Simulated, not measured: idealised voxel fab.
Process module under the name voxel self aligned vias
The cross-section on display is named cut; it measures 205 nm wide, and its cells are 5 nm squares.
Think of the cross-section as a grid of square cells. We describe it in bands, top to bottom, and each band covers one or more rows of those cells. Band entry format. Leading values: height of top, height of bottom, nm. Remainder: materials in left-to-right order, each with its width in nm. Special words: "throughout" on a single material, which then fills the band edge to edge; "air", empty space. Beneath 0, the wafer as received is one material, and that level is where height counting begins. The lowest band goes on downward without a bottom; it is written like "0..down". The width entry "30..40" should be interpreted row by row: the top row of cells in the band takes the first number, the bottom row takes the second number, and the change between adjacent rows is uniform throughout. Any step labelled "remained unchanged" changed none of the cells in the cross-section. "Entrapped voids" contains a list of empty spaces, each no smaller than 8 cells and without an open way to the top, written in the form width x height at distance with the distance from the left edge and all three in nm. What comes after the settings on a step's line is commentary from the simulator itself on that step. "overlay nm" denotes, for a step that has a mask, the displacement of the mask to the right of its planned place, with negative values corresponding to the left.

THE STEPS PLANNED FOR THE PROCESS ARE AS FOLLOWS
step 1: RECEIVE, material Si
step 2: CONFORMAL_DEP, material SiO2, thk nm 10
step 3: CONFORMAL_DEP, material SiCN, thk nm 5
step 4: DIRECTIONAL_DEP, material lowk, thk nm 20
step 5: PATTERN, tone open, mask id LINES, material resist, width nm 25, pitch nm 65, thk nm 20, overlay nm 0
step 6: DIRECTIONAL_ETCH, etch materials lowk, depth nm 20
step 7: STRIP, etch materials resist
step 8: CONFORMAL_DEP, material TiN, thk nm 5
step 9: FILL_DEP, material Ru, thk nm 5
step 10: CMP, height nm 35
step 11: SELECTIVE_ETCH, etch materials W Ru TiN, depth nm 10
step 12: FILL_DEP, material SiN, thk nm 5
step 13: CMP, height nm 35
step 14: DIRECTIONAL_DEP, material lowk, thk nm 15
step 15: DIRECTIONAL_DEP, material aC, thk nm 10
step 16: PATTERN, tone open, mask id VIAS, material resist, width nm 45, thk nm 25, overlay nm 0
step 17: DIRECTIONAL_ETCH, etch materials aC, depth nm 10
step 18: STRIP, etch materials resist
step 19: DIRECTIONAL_ETCH, etch materials lowk, depth nm 15
step 20: DIRECTIONAL_ETCH, etch materials SiN, depth nm 10
step 21: STRIP, etch materials aC
step 22: CONFORMAL_DEP, material TiN, thk nm 5
step 23: FILL_DEP, material Cu, thk nm 5
step 24: CMP, height nm 50
step 25: CONFORMAL_DEP, material SiN, thk nm 5

AS RECEIVED, AFTER STEP 1
    0..down | Si throughout
    Entrapped voids: none

CROSS-SECTIONAL IMAGE OF THE FIRST OF TWO WAFERS AT THE END OF THE MODULE, THE RUN HAVING PROCEEDED AS PLANNED
    55..50 | SiN throughout
    50..40 | lowk: 45  TiN: 5  Cu: 35  TiN: 5  lowk: 115
    40..35 | lowk: 45  TiN: 15  Cu: 15  TiN: 15  lowk: 115
    35..30 | lowk: 55  TiN: 5  Cu: 15  TiN: 5  lowk: 40  SiN: 25  lowk: 60
    30..25 | lowk: 55  TiN: 25  lowk: 40  SiN: 25  lowk: 60
    25..20 | lowk: 55  TiN: 5  Ru: 15  TiN: 5  lowk: 40  TiN: 5  Ru: 15  TiN: 5  lowk: 60
    20..15 | lowk: 55  TiN: 25  lowk: 40  TiN: 25  lowk: 60
    15..10 | SiCN throughout
    10..0 | SiO2 throughout
    0..down | Si throughout
    Entrapped voids: none

CROSS-SECTIONAL VIEW: SECOND OF TWO WAFERS, END OF MODULE; START AND PLAN IDENTICAL TO THE FIRST, ONE MISTAKE IN RUNNING
    55..50 | SiN throughout
    50..40 | lowk: 45  TiN: 5  Cu: 35  TiN: 5  lowk: 115
    40..35 | lowk: 45  TiN: 5  Cu: 15  TiN: 25  lowk: 115
    35..30 | lowk: 45  TiN: 5  Cu: 15  TiN: 5  lowk: 40  SiN: 25  lowk: 70
    30..25 | lowk: 45  TiN: 25  lowk: 40  SiN: 25  lowk: 70
    25..20 | lowk: 45  TiN: 5  Ru: 15  TiN: 5  lowk: 40  TiN: 5  Ru: 15  TiN: 5  lowk: 70
    20..15 | lowk: 45  TiN: 25  lowk: 40  TiN: 25  lowk: 70
    15..10 | SiCN throughout
    10..0 | SiO2 throughout
    0..down | Si throughout
    Entrapped voids: none
Plan not followed: step 5 did not use the planned setting and instead ran as PATTERN, tone open, mask id LINES, material resist, width nm 25, pitch nm 65, thk nm 20, overlay nm -10
The concluding comparison shows that, measured in cells, each material is equally abundant on both wafers, albeit at different positions.
